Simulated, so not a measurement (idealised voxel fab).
process module | voxel ribs on slabs
cross-section cut | 150 nm wide | cells 5 nm
A cross-section is a grid of square cells, given in bands from the top down. A band is one or more rows of cells.
Each band's line starts with the height of the band's top and of its bottom, in nm. Then come its materials from left to right, each with its width in nm. One material with "throughout" fills the band from edge to edge. "air" is empty space.
Height 0 is the level under which the wafer as received is all one material. The lowest band goes on downwards, as in "0 down".
A width such as "30 to 40" changes by the same amount from each row of cells to the next, from the band's top row to its bottom row.
"no change" after a step means that no cell of the cross-section changed.
closed voids: empty space of 8 cells or more with no open way to the top, each as width x height at its distance from the left edge, in nm
after a step's settings: what the simulator itself notes on the step
overlay nm, on a step with a mask: how far to the right of its planned place the mask lay; to the left if negative
plan
1 op RECEIVE | material Si
2 op DIRECTIONAL_DEP | material SiO2 | thk nm 20
3 op DIRECTIONAL_DEP | material polySi | thk nm 15
4 op PATTERN | tone cover | mask id RIB | material resist | width nm 25 | thk nm 20 | overlay nm 0
5 op DIRECTIONAL_ETCH | etch materials polySi | depth nm 10
6 op STRIP | etch materials resist
7 op PATTERN | tone cover | mask id SLAB | material resist | width nm 85 | thk nm 20 | overlay nm 0
8 op DIRECTIONAL_ETCH | etch materials polySi | depth nm 5
9 op STRIP | etch materials resist
10 op FILL_DEP | material SiO2 | thk nm 20
11 op CMP | height nm 45
12 op DIRECTIONAL_DEP | material W | thk nm 10
13 op MASKED_ETCH | tone cover | mask id HEATER | width nm 35 | etch materials W | depth nm 10 | overlay nm 0
14 op CONFORMAL_DEP | material SiN | thk nm 10
first wafer, as planned
as received, after step 1
  0 down: Si throughout
  closed voids: none
after step 2
  20 to 0: SiO2 throughout
  below 0: unchanged
after step 3
  35 to 20: polySi throughout
  below 20: unchanged
after step 4
  55 to 35: air 60 | resist 25 | air 65
  below 35: unchanged
after step 5
  55 to 35: air 60 | resist 25 | air 65
  35 to 25: air 60 | polySi 25 | air 65
  below 25: unchanged
after step 6
  35 to 25: air 60 | polySi 25 | air 65
  below 25: unchanged
after step 7
  55 to 35: air 30 | resist 85 | air 35
  35 to 25: air 30 | resist 30 | polySi 25 | resist 30 | air 35
  below 25: unchanged
after step 8
  55 to 35: air 30 | resist 85 | air 35
  35 to 25: air 30 | resist 30 | polySi 25 | resist 30 | air 35
  25 to 20: air 30 | polySi 85 | air 35
  below 20: unchanged
after step 9
  35 to 25: air 60 | polySi 25 | air 65
  below 25: unchanged
after step 10
  55 to 35: SiO2 throughout
  35 to 25: SiO2 60 | polySi 25 | SiO2 65
  25 to 20: SiO2 30 | polySi 85 | SiO2 35
  below 20: unchanged
after step 11
  45 to 35: SiO2 throughout
  below 35: unchanged
after step 12
  55 to 45: W throughout
  below 45: unchanged
after step 13
  55 to 45: air 55 | W 35 | air 60
  below 45: unchanged
after step 14
  65 to 55: air 45 | SiN 55 | air 50
  55 to 45: SiN 55 | W 35 | SiN 60
  below 45: unchanged
second wafer: like start, like plan, one mistake. Through step 13 it matches the first wafer
when step 14 should have ended
  65 to 55: air 45 | SiO2 55 | air 50
  55 to 45: SiO2 55 | W 35 | SiO2 60
  below 45: unchanged
what went wrong: step 14 ran as: op CONFORMAL_DEP | material SiO2 | thk nm 10
at the end the second wafer has, in cells: 68 fewer of SiN | 68 more of SiO2
